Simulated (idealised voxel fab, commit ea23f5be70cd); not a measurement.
Title: Process Module voxel capacitor over wiring
It is cross-section cut that appears here, measuring 280 nm in width, its square cells being 5 nm in size.
In what follows, cross-sections appear as grids of square cells, described through bands that run from the top down, where every band is one or more rows of cells. Band: top and bottom heights (nm) first, top before bottom; then materials from left to right, widths in nm. "everywhere" marks a sole material filling the band edge to edge. "air" denotes empty space. Heights are measured from 0, the level below which the as-received wafer is all one material; the lowest band has no bottom and continues downward, written as in "0 nm and below". With a width like "30..40", each row of cells in the band differs from the next by the same amount, the top row carrying the first number and the bottom row the second. Where the words "remained unchanged" appear for a step, the cross-section shows no cell changed by that step; every cell remained as before. Heads up: "Closed empty spaces" only lists the empty pockets with no open path to the top that are 8 cells or more, and it writes them as width x height at distance, distance from the left edge, in nm. On a step's line, text after the settings is the simulator commenting on that step. When a step includes a mask, the "overlay nm" setting on its line states how far to the right of its planned place that mask lay, and negative values state how far to the left.

Below is the list of planned process steps
- 1: RECEIVE with material Si
- 2: CONFORMAL_DEP with material SiO2, thk nm 10
- 3: CONFORMAL_DEP with material SiN, thk nm 5
- 4: DIRECTIONAL_DEP with material lowk, thk nm 20
- 5: DIRECTIONAL_DEP with material aC, thk nm 10
- 6: PATTERN with tone open, mask id METAL_1, material resist, width nm 30, pitch nm 80, thk nm 25, overlay nm 0
- 7: DIRECTIONAL_ETCH with etch materials aC, depth nm 10
- 8: STRIP with etch materials resist
- 9: DIRECTIONAL_ETCH with etch materials lowk, depth nm 20
- 10: DIRECTIONAL_ETCH with etch materials SiN, depth nm 5
- 11: STRIP with etch materials aC
- 12: CONFORMAL_DEP with material TiN, thk nm 5
- 13: FILL_DEP with material Ru, thk nm 10
- 14: CMP with height nm 35
- 15: EPI with material Ru, thk nm 5
- 16: FILL_DEP with material SiCN, thk nm 5
- 17: DIRECTIONAL_DEP with material SiO2, thk nm 20
- 18: PATTERN with tone open, mask id PLUG_1, material resist, width nm 15, thk nm 15, overlay nm 0
- 19: DIRECTIONAL_ETCH with etch materials SiO2, depth nm 20
- 20: DIRECTIONAL_ETCH with etch materials SiCN, depth nm 5
- 21: STRIP with etch materials resist
- 22: EPI with material Ru, thk nm 10
- 23: EPI with material Ru, thk nm 10
- 24: EPI with material Ru, thk nm 5
- 25: DIRECTIONAL_DEP with material TiN, thk nm 5
- 26: DIRECTIONAL_DEP with material Al2O3, thk nm 5
- 27: DIRECTIONAL_DEP with material TiN, thk nm 5
- 28: MASKED_ETCH with tone cover, mask id UPPER_PLATE, width nm 55, etch materials TiN, depth nm 5, overlay nm 0
- 29: MASKED_ETCH with tone cover, mask id UPPER_PLATE, width nm 55, etch materials Al2O3, depth nm 5, overlay nm 0
- 30: PATTERN with tone cover, mask id LOWER_PLATE, material resist, width nm 65, thk nm 20, overlay nm 0
- 31: DIRECTIONAL_ETCH with etch materials TiN, depth nm 5
- 32: STRIP with etch materials resist
- 33: FILL_DEP with material SiO2, thk nm 15
- 34: CMP with height nm 90
- 35: PATTERN with tone open, mask id PLUG_2, material resist, width nm 15, thk nm 20, overlay nm 0
- 36: DIRECTIONAL_ETCH with etch materials SiO2, depth nm 10
- 37: STRIP with etch materials resist
- 38: CONFORMAL_DEP with material TiN, thk nm 5
- 39: FILL_DEP with material W, thk nm 5
- 40: CMP with height nm 90
- 41: CONFORMAL_DEP with material SiN, thk nm 5

Incoming wafer in cross-section (state: after step 1)
  0 nm and below | Si everywhere
  Closed empty spaces: none

End-of-module cross-section. Starting structure and process plan as above; one mistake made in running it
  95 nm to 90 nm | aC everywhere
  90 nm to 85 nm | 110 SiO2; 5 TiN; 5 W; 5 TiN; 155 SiO2
  85 nm to 75 nm | 110..100 SiO2; 15..55 TiN; 155..125 SiO2
  75 nm to 70 nm | 100 SiO2; 55 Al2O3; 125 SiO2
  70 nm to 65 nm | 95 SiO2; 65 TiN; 120 SiO2
  65 nm to 45 nm | 100 SiO2; 15 Ru; 165 SiO2
  45 nm to 40 nm | 100 SiCN; 15 Ru; 165 SiCN
  40 nm to 35 nm | 80 SiCN; 40 Ru; 40 SiCN; 40 Ru; 80 SiCN
  35 nm to 15 nm | 85 lowk; 5 TiN; 20 Ru; 5 TiN; 50 lowk; 5 TiN; 20 Ru; 5 TiN; 85 lowk
  15 nm to 10 nm | 85 SiN; 30 TiN; 50 SiN; 30 TiN; 85 SiN
  10 nm to 0 nm | SiO2 everywhere
  0 nm and below | Si everywhere
  Closed empty spaces: none
Deviation noted in wafer processing: step 41, actual vs plan mismatch, actual run CONFORMAL_DEP with material aC, thk nm 5
